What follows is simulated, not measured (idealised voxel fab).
process module | voxel trench capacitor
cross-section cut | 245 nm wide | cells 5 nm
A cross-section is a grid of square cells, given in bands from the top down. A band is one or more rows of cells.
Each band's line starts with the height of the band's top and of its bottom, in nm. Then come its materials from left to right, each with its width in nm. One material with "throughout" fills the band from edge to edge. "air" is empty space.
Height 0 is the level under which the wafer as received is all one material. The lowest band goes on downwards, as in "0 down".
A width such as "30 to 40" changes by the same amount from each row of cells to the next, from the band's top row to its bottom row.
"no change" after a step means that no cell of the cross-section changed.
closed voids: empty space of 8 cells or more with no open way to the top, each as width x height at its distance from the left edge, in nm
after a step's settings: what the simulator itself notes on the step
overlay nm, on a step with a mask: how far to the right of its planned place the mask lay; to the left if negative
plan
1 op RECEIVE | material Si
2 op CONFORMAL_DEP | material SiN | thk nm 10
3 op PATTERN | tone open | mask id TRENCH | material resist | width nm 25 | pitch nm 55 | thk nm 20 | overlay nm 0
4 op DIRECTIONAL_ETCH | etch materials SiN | depth nm 10
5 op DIRECTIONAL_ETCH | etch materials Si | depth nm 25
6 op STRIP | etch materials resist
7 op CONFORMAL_DEP | material Al2O3 | thk nm 5
8 op CONFORMAL_DEP | material TiN | thk nm 5
9 op FILL_DEP | material W | thk nm 10
10 op CMP | height nm 10
as received, after step 1
  0 down: Si throughout
  closed voids: none
a wafer at the end: this start, this plan, one mistake
  10 to 0: W 45 | TiN 5 | Al2O3 5 | SiN 25 | Al2O3 5 | TiN 5 | W 10 | TiN 5 | Al2O3 5 | SiN 25 | Al2O3 5 | TiN 5 | W 10 | TiN 5 | Al2O3 5 | SiN 25 | Al2O3 5 | TiN 5 | W 45
  0 to -15: W 45 | TiN 5 | Al2O3 5 | Si 25 | Al2O3 5 | TiN 5 | W 10 | TiN 5 | Al2O3 5 | Si 25 | Al2O3 5 | TiN 5 | W 10 | TiN 5 | Al2O3 5 | Si 25 | Al2O3 5 | TiN 5 | W 45
  -15 to -20: TiN 50 | Al2O3 5 | Si 25 | Al2O3 5 | TiN 20 | Al2O3 5 | Si 25 | Al2O3 5 | TiN 20 | Al2O3 5 | Si 25 | Al2O3 5 | TiN 50
  -20 to -25: Al2O3 55 | Si 25 | Al2O3 30 | Si 25 | Al2O3 30 | Si 25 | Al2O3 55
  -25 down: Si throughout
  closed voids: none
what went wrong: step 3 ran as: op PATTERN | tone cover | mask id TRENCH | material resist | width nm 25 | pitch nm 55 | thk nm 20 | overlay nm 0
